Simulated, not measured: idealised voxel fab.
Name of the process module below: voxel gate over fins
Cross-section cut spans 195 nm and uses square cells 5 nm in size.
For the purposes of this document, a cross-section shall be understood as a grid of square cells, specified as bands listed in top-to-bottom order, each band consisting of one or more rows of cells. Read a band's entry like this: the first values are the height of its top and the height of its bottom in nm, and what follows is the sequence of materials from left to right, each with its width in nm. Note that "air" is empty space, and that a single material marked "everywhere" reaches across the band from edge to edge. Measure heights from 0. That's the level where, below it, the as-received wafer is all one material. The lowest band is bottomless and extends downward; write it as in "0 nm and below". With a width like "30->40", each row of cells in the band differs from the next by the same amount, the top row carrying the first number and the bottom row the second. It should be understood that the words "remains unaltered", when stated for a given step, signify that the cross-section underwent no change in any of its cells during that step. Closed cavities: empty space of 8 cells or more with no open way to the top, each as width x height at its distance from the left edge, in nm. Read whatever lies past the settings on a step's line as the simulator's own remark about the step. overlay nm: right-of-plan distance of the mask on a masked step; negative values mean left-of-plan.

**These are the steps we planned for the process**
1 RECEIVE (material Si)
2 CONFORMAL_DEP (material SiN; thk nm 5)
3 DIRECTIONAL_DEP (material aC; thk nm 15)
4 PATTERN (tone cover; mask id FINS; material resist; width nm 15; pitch nm 60; thk nm 30; overlay nm 0)
5 DIRECTIONAL_ETCH (etch materials aC; depth nm 15)
6 STRIP (etch materials resist)
7 DIRECTIONAL_ETCH (etch materials SiN; depth nm 5)
8 DIRECTIONAL_ETCH (etch materials Si; depth nm 30)
9 STRIP (etch materials aC)
10 FILL_DEP (material SiO2; thk nm 10)
11 CMP (height nm 5)
12 MASKED_ETCH (tone open; mask id RAIL; width nm 15; etch materials SiO2; depth nm 30; overlay nm 0)
13 CONFORMAL_DEP (material TiN; thk nm 5)
14 FILL_DEP (material W; thk nm 5)
15 CMP (height nm 5)
16 SELECTIVE_ETCH (etch materials W Ru TiN; depth nm 20)
17 FILL_DEP (material SiO2; thk nm 5)
18 CMP (height nm 5)
19 SELECTIVE_ETCH (etch materials SiO2; depth nm 15)
20 STRIP (etch materials SiN)
21 CONFORMAL_DEP (material HfO2; thk nm 5)
22 CONFORMAL_DEP (material TiN; thk nm 5)
23 CONFORMAL_DEP (material TiAl; thk nm 5)
24 CONFORMAL_DEP (material TiN; thk nm 5)
25 FILL_DEP (material W; thk nm 15)
26 CMP (height nm 30)
27 CONFORMAL_DEP (material SiCN; thk nm 10)

**The first of two wafers, run as planned**

**Cross-section of the wafer at receipt, which is the condition after step 1**
    0 nm and below  Si everywhere
    Closed cavities: none

**after step 2**
    5 nm to 0 nm  SiN everywhere
    below 0: unchanged

**after step 3**
    20 nm to 5 nm  aC everywhere
    below 5: unchanged

**after step 4**
    50 nm to 20 nm  air=30; resist=15; air=45; resist=15; air=45; resist=15; air=30
    below 20: unchanged

**after step 5**
    35 nm to 20 nm  air=30; resist=15; air=45; resist=15; air=45; resist=15; air=30
    20 nm to 5 nm  air=30; aC=15; air=45; aC=15; air=45; aC=15; air=30
    below 5: unchanged

**after step 6**
    20 nm to 5 nm  air=30; aC=15; air=45; aC=15; air=45; aC=15; air=30
    below 5: unchanged

**after step 7**
    20 nm to 5 nm  air=30; aC=15; air=45; aC=15; air=45; aC=15; air=30
    5 nm to 0 nm  air=30; SiN=15; air=45; SiN=15; air=45; SiN=15; air=30
    below 0: unchanged

**after step 8**
    20 nm to 5 nm  air=30; aC=15; air=45; aC=15; air=45; aC=15; air=30
    5 nm to 0 nm  air=30; SiN=15; air=45; SiN=15; air=45; SiN=15; air=30
    0 nm to -30 nm  air=30; Si=15; air=45; Si=15; air=45; Si=15; air=30
    below -30: unchanged

**after step 9**
    5 nm to 0 nm  air=30; SiN=15; air=45; SiN=15; air=45; SiN=15; air=30
    below 0: unchanged

**after step 10**
    15 nm to 5 nm  SiO2 everywhere
    5 nm to 0 nm  SiO2=30; SiN=15; SiO2=45; SiN=15; SiO2=45; SiN=15; SiO2=30
    0 nm to -30 nm  SiO2=30; Si=15; SiO2=45; Si=15; SiO2=45; Si=15; SiO2=30
    below -30: unchanged

**after step 11**
    5 nm to 0 nm  SiO2=30; SiN=15; SiO2=45; SiN=15; SiO2=45; SiN=15; SiO2=30
    below 0: unchanged

**after step 12**
    5 nm to 0 nm  SiO2=30; SiN=15; SiO2=15; air=15; SiO2=15; SiN=15; SiO2=45; SiN=15; SiO2=30
    0 nm to -25 nm  SiO2=30; Si=15; SiO2=15; air=15; SiO2=15; Si=15; SiO2=45; Si=15; SiO2=30
    below -25: unchanged

**after step 13**
    10 nm to 5 nm  TiN=65; air=5; TiN=125
    5 nm to 0 nm  SiO2=30; SiN=15; SiO2=15; TiN=5; air=5; TiN=5; SiO2=15; SiN=15; SiO2=45; SiN=15; SiO2=30
    0 nm to -20 nm  SiO2=30; Si=15; SiO2=15; TiN=5; air=5; TiN=5; SiO2=15; Si=15; SiO2=45; Si=15; SiO2=30
    -20 nm to -25 nm  SiO2=30; Si=15; SiO2=15; TiN=15; SiO2=15; Si=15; SiO2=45; Si=15; SiO2=30
    below -25: unchanged

**after step 14**
    15 nm to 10 nm  W everywhere
    10 nm to 5 nm  TiN=65; W=5; TiN=125
    5 nm to 0 nm  SiO2=30; SiN=15; SiO2=15; TiN=5; W=5; TiN=5; SiO2=15; SiN=15; SiO2=45; SiN=15; SiO2=30
    0 nm to -20 nm  SiO2=30; Si=15; SiO2=15; TiN=5; W=5; TiN=5; SiO2=15; Si=15; SiO2=45; Si=15; SiO2=30
    below -20: unchanged

**after step 15**
    5 nm to 0 nm  SiO2=30; SiN=15; SiO2=15; TiN=5; W=5; TiN=5; SiO2=15; SiN=15; SiO2=45; SiN=15; SiO2=30
    below 0: unchanged

**after step 16**
    5 nm to 0 nm  SiO2=30; SiN=15; SiO2=15; air=15; SiO2=15; SiN=15; SiO2=45; SiN=15; SiO2=30
    0 nm to -15 nm  SiO2=30; Si=15; SiO2=15; air=15; SiO2=15; Si=15; SiO2=45; Si=15; SiO2=30
    below -15: unchanged

**after step 17**
    10 nm to 5 nm  SiO2 everywhere
    5 nm to 0 nm  SiO2=30; SiN=15; SiO2=45; SiN=15; SiO2=45; SiN=15; SiO2=30
    0 nm to -15 nm  SiO2=30; Si=15; SiO2=45; Si=15; SiO2=45; Si=15; SiO2=30
    below -15: unchanged

**after step 18**
    5 nm to 0 nm  SiO2=30; SiN=15; SiO2=45; SiN=15; SiO2=45; SiN=15; SiO2=30
    below 0: unchanged

**after step 19**
    5 nm to 0 nm  air=30; SiN=15; air=45; SiN=15; air=45; SiN=15; air=30
    0 nm to -10 nm  air=30; Si=15; air=45; Si=15; air=45; Si=15; air=30
    below -10: unchanged

**after step 20**
    0 nm to -10 nm  air=30; Si=15; air=45; Si=15; air=45; Si=15; air=30
    below -10: unchanged

**after step 21**
    5 nm to 0 nm  air=25; HfO2=25; air=35; HfO2=25; air=35; HfO2=25; air=25
    0 nm to -5 nm  air=25; HfO2=5; Si=15; HfO2=5; air=35; HfO2=5; Si=15; HfO2=5; air=35; HfO2=5; Si=15; HfO2=5; air=25
    -5 nm to -10 nm  HfO2=30; Si=15; HfO2=45; Si=15; HfO2=45; Si=15; HfO2=30
    below -10: unchanged

**after step 22**
    10 nm to 5 nm  air=20; TiN=35; air=25; TiN=35; air=25; TiN=35; air=20
    5 nm to 0 nm  air=20; TiN=5; HfO2=25; TiN=5; air=25; TiN=5; HfO2=25; TiN=5; air=25; TiN=5; HfO2=25; TiN=5; air=20
    0 nm to -5 nm  TiN=25; HfO2=5; Si=15; HfO2=5; TiN=35; HfO2=5; Si=15; HfO2=5; TiN=35; HfO2=5; Si=15; HfO2=5; TiN=25
    below -5: unchanged

**after step 23**
    15 nm to 10 nm  air=15; TiAl=45; air=15; TiAl=45; air=15; TiAl=45; air=15
    10 nm to 5 nm  air=15; TiAl=5; TiN=35; TiAl=5; air=15; TiAl=5; TiN=35; TiAl=5; air=15; TiAl=5; TiN=35; TiAl=5; air=15
    5 nm to 0 nm  TiAl=20; TiN=5; HfO2=25; TiN=5; TiAl=25; TiN=5; HfO2=25; TiN=5; TiAl=25; TiN=5; HfO2=25; TiN=5; TiAl=20
    below 0: unchanged

**after step 24**
    20 nm to 15 nm  air=10; TiN=55; air=5; TiN=55; air=5; TiN=55; air=10
    15 nm to 10 nm  air=10; TiN=5; TiAl=45; TiN=5; air=5; TiN=5; TiAl=45; TiN=5; air=5; TiN=5; TiAl=45; TiN=5; air=10
    10 nm to 5 nm  TiN=15; TiAl=5; TiN=35; TiAl=5; TiN=15; TiAl=5; TiN=35; TiAl=5; TiN=15; TiAl=5; TiN=35; TiAl=5; TiN=15
    below 5: unchanged

**after step 25**
    35 nm to 20 nm  W everywhere
    20 nm to 15 nm  W=10; TiN=55; W=5; TiN=55; W=5; TiN=55; W=10
    15 nm to 10 nm  W=10; TiN=5; TiAl=45; TiN=5; W=5; TiN=5; TiAl=45; TiN=5; W=5; TiN=5; TiAl=45; TiN=5; W=10
    below 10: unchanged

**after step 26**
    30 nm to 20 nm  W everywhere
    below 20: unchanged

**after step 27**
    40 nm to 30 nm  SiCN everywhere
    below 30: unchanged

**Second wafer. Start and plan as for the first. One mistake made in running. Agrees with the first up to and including step 18**

**when step 19 should have ended**
    5 nm to 0 nm  SiO2=30; air=15; SiO2=45; air=15; SiO2=45; air=15; SiO2=30
    below 0: unchanged

**when step 20 should have ended**
    0 nm to -10 nm  air=30; Si=15; air=45; Si=15; air=45; Si=15; air=30
    -10 nm to -15 nm  SiO2=15; air=15; Si=15; air=15; SiO2=15; air=15; Si=15; air=15; SiO2=15; air=15; Si=15; air=15; SiO2=15
    below -15: unchanged

**when step 21 should have ended**
    5 nm to 0 nm  air=25; HfO2=25; air=35; HfO2=25; air=35; HfO2=25; air=25
    0 nm to -5 nm  air=25; HfO2=5; Si=15; HfO2=5; air=35; HfO2=5; Si=15; HfO2=5; air=35; HfO2=5; Si=15; HfO2=5; air=25
    -5 nm to -10 nm  HfO2=20; air=5; HfO2=5; Si=15; HfO2=5; air=5; HfO2=25; air=5; HfO2=5; Si=15; HfO2=5; air=5; HfO2=25; air=5; HfO2=5; Si=15; HfO2=5; air=5; HfO2=20
    -10 nm to -15 nm  SiO2=15; HfO2=15; Si=15; HfO2=15; SiO2=15; HfO2=15; Si=15; HfO2=15; SiO2=15; HfO2=15; Si=15; HfO2=15; SiO2=15
    below -15: unchanged

**when step 22 should have ended**
    10 nm to 5 nm  air=20; TiN=35; air=25; TiN=35; air=25; TiN=35; air=20
    5 nm to 0 nm  air=20; TiN=5; HfO2=25; TiN=5; air=25; TiN=5; HfO2=25; TiN=5; air=25; TiN=5; HfO2=25; TiN=5; air=20
    0 nm to -5 nm  TiN=25; HfO2=5; Si=15; HfO2=5; TiN=35; HfO2=5; Si=15; HfO2=5; TiN=35; HfO2=5; Si=15; HfO2=5; TiN=25
    -5 nm to -10 nm  HfO2=20; TiN=5; HfO2=5; Si=15; HfO2=5; TiN=5; HfO2=25; TiN=5; HfO2=5; Si=15; HfO2=5; TiN=5; HfO2=25; TiN=5; HfO2=5; Si=15; HfO2=5; TiN=5; HfO2=20
    below -10: unchanged

**when step 23 should have ended**
    15 nm to 10 nm  air=15; TiAl=45; air=15; TiAl=45; air=15; TiAl=45; air=15
    10 nm to 5 nm  air=15; TiAl=5; TiN=35; TiAl=5; air=15; TiAl=5; TiN=35; TiAl=5; air=15; TiAl=5; TiN=35; TiAl=5; air=15
    5 nm to 0 nm  TiAl=20; TiN=5; HfO2=25; TiN=5; TiAl=25; TiN=5; HfO2=25; TiN=5; TiAl=25; TiN=5; HfO2=25; TiN=5; TiAl=20
    below 0: unchanged

**when step 24 should have ended**
    20 nm to 15 nm  air=10; TiN=55; air=5; TiN=55; air=5; TiN=55; air=10
    15 nm to 10 nm  air=10; TiN=5; TiAl=45; TiN=5; air=5; TiN=5; TiAl=45; TiN=5; air=5; TiN=5; TiAl=45; TiN=5; air=10
    10 nm to 5 nm  TiN=15; TiAl=5; TiN=35; TiAl=5; TiN=15; TiAl=5; TiN=35; TiAl=5; TiN=15; TiAl=5; TiN=35; TiAl=5; TiN=15
    below 5: unchanged

**when step 25 should have ended**
    35 nm to 20 nm  W everywhere
    20 nm to 15 nm  W=10; TiN=55; W=5; TiN=55; W=5; TiN=55; W=10
    15 nm to 10 nm  W=10; TiN=5; TiAl=45; TiN=5; W=5; TiN=5; TiAl=45; TiN=5; W=5; TiN=5; TiAl=45; TiN=5; W=10
    below 10: unchanged

**when step 26 should have ended**
    30 nm to 20 nm  W everywhere
    below 20: unchanged

**when step 27 should have ended**
    40 nm to 30 nm  SiCN everywhere
    below 30: unchanged
Error vs. plan: steps 19 and 20 traded places in the executed sequence
The final cell counts differ between the wafers, with the second having more or fewer of some materials than the first: 12 more of HfO2, 18 fewer of SiO2, 6 more of TiN
